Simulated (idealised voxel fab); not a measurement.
Herein follows the process module entitled voxel double patterning.
Each square cell in cross-section cut measures 5 nm, and the section as a whole is 265 nm wide.
How to read a cross-section here: the picture is a grid of square cells, written as bands going from the top down, and any band can span one or more rows of cells. In this notation a band is specified by the heights of its top and bottom, in that order and in nm, after which its materials appear from left to right, each paired with its width in nm. The word "full width" attached to a single material means that material fills the band from edge to edge; the word "blank" stands for empty space. Basically, 0 is our baseline, since under it the wafer straight out of the box is all one material. The bottom band has no lower end and keeps on going down, so it looks like "0 and below". Read "30..40" as a graded width: first number on top, second number at the bottom, same change between each pair of neighbouring rows. "left unchanged", as given for a step, is the statement that not any cell of the cross-section underwent a change during that step. Closed empty spaces (no open way to the top) of 8 cells or more are what "Unvented voids" lists, each as width x height at distance from the left edge, nm for all three. Note: text after step settings on the step line = simulator remark on that step. "overlay nm", when on a step's line for a step with a mask, measures how far to the right of its planned place the mask lay; a negative measure means to the left.

### Steps in the process plan
1,op RECEIVE | material Si
2,op CONFORMAL_DEP | material SiO2 | thk nm 5
3,op DIRECTIONAL_DEP | material W | thk nm 15
4,op DIRECTIONAL_DEP | material SiCN | thk nm 10
5,op PATTERN | tone open | mask id FIRST | material resist | width nm 15 | pitch nm 50 | thk nm 20 | overlay nm 0
6,op DIRECTIONAL_ETCH | etch materials SiCN | depth nm 10
7,op STRIP | etch materials resist
8,op MASKED_ETCH | tone open | mask id SECOND | width nm 15 | pitch nm 50 | etch materials SiCN | depth nm 10 | overlay nm 0
9,op DIRECTIONAL_ETCH | etch materials W | depth nm 15
10,op STRIP | etch materials SiCN

### This is the cross-section of the wafer as we received it, i.e. after step 1
- 0 and below: Si full width
- Unvented voids: none

### Looking at the first of two wafers in cross-section at end of module - ran to plan
- 20 down to 5: W=75, then blank=15, then W=10, then blank=15, then W=10, then blank=15, then W=10, then blank=15, then W=10, then blank=15, then W=75
- 5 down to 0: SiO2 full width
- 0 and below: Si full width
- Unvented voids: none

### Cross-sectional view of the second of two wafers upon completion of the module. This wafer shared its starting condition and process plan with the first; one error was made during its execution
- 35 down to 20: W=75, then blank=15, then W=10, then blank=15, then W=10, then blank=15, then W=10, then blank=15, then W=10, then blank=15, then W=75
- 20 down to 5: W full width
- 5 down to 0: SiO2 full width
- 0 and below: Si full width
- Unvented voids: none
Here's what went sideways: execution of plan step 3 occurred twice
End of process, cell counts, second wafer against first, materials with more or fewer: 159 more of W
